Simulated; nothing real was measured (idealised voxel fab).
voxel spacer lines: a process module
Square cell edge 5 nm, section width 155 nm, ID cut.
A cross-section in this document is a grid of square cells, and it is written down as bands, the top band listed before the ones below it; a band is made up of one or more rows of cells.
Basically the band line says how high the top is and how high the bottom is, in nm, and then what's in it from left to right, every material with its width in nm. Empty space shows up as "blank", and if a single material carries "throughout" it runs the full band edge to edge.
For the purposes of this specification, 0 denotes the height below which the wafer in its as-received condition is composed wholly of one material, and the lowermost band, lacking a lower limit, extends downward without end, as expressed in "0..down".
Per-row width for "30->40": begins at first number (top row of band), ends at second number (bottom row), increment between rows held constant.
"changes: none" for a step: no cell of the cross-section changed in that step.
What "Trapped cavities" gives you is every empty space of 8 cells or more that is cut off from the top. Each appears as width x height at distance, with the distance taken from the left edge and width, height and distance all in nm.
The remark found on a step's line after its settings is issued by the simulator itself and pertains to that step.
What "overlay nm" on a step's line means: if the step has a mask, that mask lay this far to the right of its planned place, or, when the value is negative, to the left.
Planned step list for the process
1: RECEIVE (material Si)
2: CONFORMAL_DEP (material Al2O3; thk nm 10)
3: DIRECTIONAL_DEP (material SiN; thk nm 20)
4: DIRECTIONAL_DEP (material aC; thk nm 25)
5: PATTERN (tone cover; mask id MANDREL; material resist; width nm 20; pitch nm 60; thk nm 30; overlay nm 0)
6: DIRECTIONAL_ETCH (etch materials aC; depth nm 25)
7: STRIP (etch materials resist)
8: CONFORMAL_DEP (material SiO2; thk nm 10)
9: DIRECTIONAL_ETCH (etch materials SiO2; depth nm 10)
10: STRIP (etch materials aC)
11: DIRECTIONAL_ETCH (etch materials SiN; depth nm 20)
12: STRIP (etch materials SiO2)
Cross-section of the wafer at receipt, which is the condition after step 1
  0..down  Si throughout
  Trapped cavities: none
The following cross-section depicts the wafer upon conclusion of the module. Processing commenced from the starting condition illustrated above and adhered to the plan illustrated above, save for one mistake in execution
  20..0  blank 25  SiN 10  blank 20  SiN 10  blank 20  SiN 10  blank 20  SiN 10  blank 30
  0..down  Si throughout
  Trapped cavities: none
Here's what went sideways: plan step 2 skipped
